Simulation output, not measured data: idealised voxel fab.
voxel transistor to metal: a process module
The figure presents cross-section cut, which has a width of 165 nm and is divided into square cells with an edge length of 5 nm.
Bands, listed from the top down, are how a cross-section gets written in this document; the cross-section itself is a grid of square cells, and a band is one or more rows of them.
Heights first: top, then bottom, in nm. Then materials, left to right, each with a width in nm. "throughout" on a single material: fills the band edge to edge. "empty": empty space.
Height datum 0, below which the as-received substrate wafer is one material. Lowest band open at the bottom, running downward: "from 0 down".
When a width is written as two numbers, as in "30 to 40", the first number is the width in the top row of cells of the band and the second is the width in its bottom row, and the width changes by the same amount from each row to the next.
Basically "all unchanged" means that step didn't change any cell in the cross-section.
Entry "Voids, enclosed" = empty spaces >= 8 cells with no open way to the top; each as width x height at distance, distance from left edge, all nm.
The remark found on a step's line after its settings is issued by the simulator itself and pertains to that step.
"overlay nm" denotes, for a step that has a mask, the displacement of the mask to the right of its planned place, with negative values corresponding to the left.

-- Steps in the process plan
1: RECEIVE, material Si
2: CONFORMAL_DEP, material SiO2, thk nm 5
3: CONFORMAL_DEP, material SiN, thk nm 10
4: PATTERN, tone cover, mask id ACTIVE, material resist, width nm 105, thk nm 15, overlay nm 0
5: DIRECTIONAL_ETCH, etch materials SiN, depth nm 10
6: DIRECTIONAL_ETCH, etch materials SiO2, depth nm 5
7: DIRECTIONAL_ETCH, etch materials Si, depth nm 20
8: STRIP, etch materials resist
9: FILL_DEP, material SiO2, thk nm 10
10: CMP, height nm 15
11: SELECTIVE_ETCH, etch materials SiO2, depth nm 5
12: STRIP, etch materials SiN
13: SELECTIVE_ETCH, etch materials SiO2, depth nm 5
14: OXIDIZE, depth nm 5
15: DIRECTIONAL_DEP, material polySi, thk nm 25
16: DIRECTIONAL_DEP, material SiCN, thk nm 10
17: DIRECTIONAL_DEP, material aC, thk nm 15
18: PATTERN, tone cover, mask id GATE, material resist, width nm 15, thk nm 30, overlay nm 0
19: DIRECTIONAL_ETCH, etch materials aC, depth nm 15
20: STRIP, etch materials resist
21: DIRECTIONAL_ETCH, etch materials SiCN, depth nm 20
22: DIRECTIONAL_ETCH, etch materials polySi, depth nm 35
23: STRIP, etch materials aC
24: CONFORMAL_DEP, material SiO2, thk nm 5
25: DIRECTIONAL_ETCH, etch materials SiO2, depth nm 5
26: CONFORMAL_DEP, material SiN, thk nm 5
27: DIRECTIONAL_ETCH, etch materials SiN, depth nm 5
28: DIRECTIONAL_ETCH, etch materials SiO2, depth nm 5
29: EPI, material SiGe, thk nm 5
30: FILL_DEP, material SiO2, thk nm 10
31: CMP, height nm 35
32: DIRECTIONAL_DEP, material SiO2, thk nm 10
33: PATTERN, tone open, mask id CONTACT, material resist, width nm 20, pitch nm 65, thk nm 20, overlay nm 0
34: DIRECTIONAL_ETCH, etch materials SiO2, depth nm 45
35: STRIP, etch materials resist
36: CONFORMAL_DEP, material TiN, thk nm 5
37: FILL_DEP, material Ru, thk nm 5
38: CMP, height nm 45
39: DIRECTIONAL_DEP, material TiN, thk nm 5
40: DIRECTIONAL_DEP, material W, thk nm 20
41: MASKED_ETCH, tone cover, mask id METAL_1, width nm 15, pitch nm 65, etch materials W, depth nm 20, overlay nm 0
42: MASKED_ETCH, tone cover, mask id METAL_1, width nm 20, pitch nm 65, etch materials TiN, depth nm 5, overlay nm 0
43: CONFORMAL_DEP, material SiCN, thk nm 5
44: FILL_DEP, material lowk, thk nm 10
45: CMP, height nm 70
46: CONFORMAL_DEP, material SiN, thk nm 5
The plan's step 41 width nm is the first wafer's value; the wafers differ in this setting and start identical.

-- Received condition of the first of several wafers, sectioned: post-step 1
    from 0 down | Si throughout
    Voids, enclosed: none

-- First wafer of several, cross-section, module end, after step 46 (last)
    from 75 to 70 | SiN throughout
    from 70 to 55 | lowk: 40, then SiCN: 5, then W: 15, then SiCN: 5, then lowk: 40, then SiCN: 5, then W: 15, then SiCN: 5, then lowk: 35
    from 55 to 50 | lowk: 35, then SiCN: 10, then W: 15, then SiCN: 5, then lowk: 35, then SiCN: 10, then W: 15, then SiCN: 5, then lowk: 35
    from 50 to 45 | SiCN: 40, then TiN: 20, then SiCN: 45, then TiN: 20, then SiCN: 40
    from 45 to 35 | SiO2: 40, then TiN: 5, then Ru: 10, then TiN: 5, then SiO2: 45, then TiN: 5, then Ru: 10, then TiN: 5, then SiO2: 40
    from 35 to 25 | SiO2: 40, then TiN: 5, then Ru: 10, then TiN: 5, then SiO2: 5, then SiN: 5, then SiO2: 5, then SiCN: 15, then SiO2: 5, then SiN: 5, then SiO2: 5, then TiN: 5, then Ru: 10, then TiN: 5, then SiO2: 40
    from 25 to 5 | SiO2: 40, then TiN: 5, then Ru: 10, then TiN: 5, then SiO2: 5, then SiN: 5, then SiO2: 5, then polySi: 15, then SiO2: 5, then SiN: 5, then SiO2: 5, then TiN: 5, then Ru: 10, then TiN: 5, then SiO2: 40
    from 5 to 0 | SiO2: 30, then SiN: 5, then SiO2: 5, then TiN: 20, then SiO2: 5, then SiN: 5, then SiO2: 5, then polySi: 15, then SiO2: 5, then SiN: 5, then SiO2: 5, then TiN: 20, then SiO2: 5, then SiN: 5, then SiO2: 30
    from 0 to -5 | SiO2: 35, then SiGe: 30, then SiO2: 35, then SiGe: 30, then SiO2: 35
    from -5 to -20 | SiO2: 30, then Si: 105, then SiO2: 30
    from -20 down | Si throughout
    Voids, enclosed: none

-- Wafer cross-section (last wafer, module end)
    from 75 to 70 | SiN throughout
    from 70 to 50 | lowk: 30, then SiCN: 5, then W: 35, then SiCN: 5, then lowk: 20, then SiCN: 5, then W: 35, then SiCN: 5, then lowk: 25
    from 50 to 45 | SiCN: 35, then TiN: 35, then SiCN: 30, then TiN: 35, then SiCN: 30
    from 45 to 35 | SiO2: 40, then TiN: 5, then Ru: 10, then TiN: 5, then SiO2: 45, then TiN: 5, then Ru: 10, then TiN: 5, then SiO2: 40
    from 35 to 25 | SiO2: 40, then TiN: 5, then Ru: 10, then TiN: 5, then SiO2: 5, then SiN: 5, then SiO2: 5, then SiCN: 15, then SiO2: 5, then SiN: 5, then SiO2: 5, then TiN: 5, then Ru: 10, then TiN: 5, then SiO2: 40
    from 25 to 5 | SiO2: 40, then TiN: 5, then Ru: 10, then TiN: 5, then SiO2: 5, then SiN: 5, then SiO2: 5, then polySi: 15, then SiO2: 5, then SiN: 5, then SiO2: 5, then TiN: 5, then Ru: 10, then TiN: 5, then SiO2: 40
    from 5 to 0 | SiO2: 30, then SiN: 5, then SiO2: 5, then TiN: 20, then SiO2: 5, then SiN: 5, then SiO2: 5, then polySi: 15, then SiO2: 5, then SiN: 5, then SiO2: 5, then TiN: 20, then SiO2: 5, then SiN: 5, then SiO2: 30
    from 0 to -5 | SiO2: 35, then SiGe: 30, then SiO2: 35, then SiGe: 30, then SiO2: 35
    from -5 to -20 | SiO2: 30, then Si: 105, then SiO2: 30
    from -20 down | Si throughout
    Voids, enclosed: none

-- Take any row and you have a wafer at the end of the module: how many cells of each material it has gained (+) or lost (-) since it was received, and then its closed voids
width nm 15; +32 Ru; -69 Si; +49 SiCN; +12 SiGe; +49 SiN; +245 SiO2; +48 TiN; +24 W; +90 lowk; +15 polySi; Voids, enclosed: none
width nm 20; +32 Ru; -69 Si; +47 SiCN; +12 SiGe; +49 SiN; +245 SiO2; +48 TiN; +32 W; +84 lowk; +15 polySi; Voids, enclosed: none
width nm 25; +32 Ru; -69 Si; +45 SiCN; +12 SiGe; +49 SiN; +245 SiO2; +50 TiN; +40 W; +76 lowk; +15 polySi; Voids, enclosed: none
width nm 30; +32 Ru; -69 Si; +43 SiCN; +12 SiGe; +49 SiN; +245 SiO2; +52 TiN; +48 W; +68 lowk; +15 polySi; Voids, enclosed: none
width nm 35; +32 Ru; -69 Si; +41 SiCN; +12 SiGe; +49 SiN; +245 SiO2; +54 TiN; +56 W; +60 lowk; +15 polySi; Voids, enclosed: none
